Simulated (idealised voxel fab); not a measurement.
Process module in this document: voxel gate over fins
The cross-section on display is named cut; it measures 225 nm wide, and its cells are 5 nm squares.
Each cross-section below is a grid of square cells, stated as bands in top-down order, with one or more rows of cells making up each band.
Top, bottom (nm), then materials left to right with widths (nm); lone material tagged "all across" fills the whole band edge to edge; "air" = empty space.
The level at which height equals 0 is the one under which the wafer, as it arrives, is entirely one material. No lower edge exists for the bottom band, which continues downward and is notated as in "0 nm and below".
A width such as "30..40" changes by the same amount from each row of cells to the next, from the band's top row to its bottom row.
What does "nothing changed" mean for a step? It means no cell of the cross-section changed in that step.
Sealed internal cavities: empty space of 8 cells or more with no open way to the top, each as width x height at its distance from the left edge, in nm
If you see something after the settings on a step's line, that's the simulator's own remark about that step.
overlay nm: how far to the right of its planned place the mask lay on this masked step (negative: to the left).
Steps planned for the process:
| 1 | RECEIVE | material Si |
| 2 | CONFORMAL_DEP | material SiN | thk nm 5 |
| 3 | PATTERN | tone cover | mask id FINS | material resist | width nm 15 | pitch nm 45 | thk nm 20 | overlay nm 0 |
| 4 | DIRECTIONAL_ETCH | etch materials SiN | depth nm 5 |
| 5 | DIRECTIONAL_ETCH | etch materials Si | depth nm 35 |
| 6 | STRIP | etch materials resist |
| 7 | OXIDIZE | depth nm 5 |
| 8 | FILL_DEP | material SiO2 | thk nm 5 |
| 9 | CMP | height nm 5 |
| 10 | SELECTIVE_ETCH | etch materials SiO2 | depth nm 5 |
| 11 | STRIP | etch materials SiN |
| 12 | CONFORMAL_DEP | material HfO2 | thk nm 5 |
| 13 | CONFORMAL_DEP | material TiN | thk nm 5 |
| 14 | FILL_DEP | material W | thk nm 15 |
| 15 | CMP | height nm 20 |
| 16 | CONFORMAL_DEP | material SiN | thk nm 10 |
The depth nm used in step 10 is not the same on every wafer, whereas the starting condition is; the value printed in the plan is the first wafer's.
The first of several wafers as received, shown in cross-section; this is its state after step 1:
    0 nm and below  Si all across
    Sealed internal cavities: none
End of the module, past its last step, step 16: how the first of several wafers looks in cross-section:
    30 nm to 20 nm  SiN all across
    20 nm to 10 nm  W all across
    10 nm to 5 nm  TiN all across
    5 nm to 0 nm  HfO2 all across
    0 nm to -40 nm  SiO2: 65; Si: 5; SiO2: 40; Si: 5; SiO2: 40; Si: 5; SiO2: 65
    -40 nm and below  Si all across
    Sealed internal cavities: none
End of module, last wafer sectioned:
    30 nm to 20 nm  SiN all across
    20 nm to 10 nm  W all across
    10 nm to 5 nm  W: 55; TiN: 25; W: 20; TiN: 25; W: 20; TiN: 25; W: 55
    5 nm to 0 nm  W: 55; TiN: 5; HfO2: 15; TiN: 5; W: 20; TiN: 5; HfO2: 15; TiN: 5; W: 20; TiN: 5; HfO2: 15; TiN: 5; W: 55
    0 nm to -15 nm  W: 55; TiN: 5; HfO2: 5; Si: 5; HfO2: 5; TiN: 5; W: 20; TiN: 5; HfO2: 5; Si: 5; HfO2: 5; TiN: 5; W: 20; TiN: 5; HfO2: 5; Si: 5; HfO2: 5; TiN: 5; W: 55
    -15 nm to -20 nm  TiN: 60; HfO2: 5; Si: 5; HfO2: 5; TiN: 30; HfO2: 5; Si: 5; HfO2: 5; TiN: 30; HfO2: 5; Si: 5; HfO2: 5; TiN: 60
    -20 nm to -25 nm  HfO2: 65; Si: 5; HfO2: 40; Si: 5; HfO2: 40; Si: 5; HfO2: 65
    -25 nm to -40 nm  SiO2: 65; Si: 5; SiO2: 40; Si: 5; SiO2: 40; Si: 5; SiO2: 65
    -40 nm and below  Si all across
    Sealed internal cavities: none
Heads up, this table goes wafer by wafer. A row tells you, at the end of the module, how many cells of each material that wafer has put on (+) or dropped (-) since it was received, and then its closed voids:
depth nm 5; +45 HfO2; -336 Si; +90 SiN; +336 SiO2; +45 TiN; +90 W; Sealed internal cavities: none
depth nm 10; +51 HfO2; -336 Si; +90 SiN; +294 SiO2; +51 TiN; +120 W; Sealed internal cavities: none
depth nm 15; +57 HfO2; -336 Si; +90 SiN; +252 SiO2; +57 TiN; +150 W; Sealed internal cavities: none
depth nm 20; +63 HfO2; -336 Si; +90 SiN; +210 SiO2; +63 TiN; +180 W; Sealed internal cavities: none
depth nm 25; +69 HfO2; -336 Si; +90 SiN; +168 SiO2; +69 TiN; +210 W; Sealed internal cavities: none
depth nm 30; +75 HfO2; -336 Si; +90 SiN; +126 SiO2; +75 TiN; +240 W; Sealed internal cavities: none
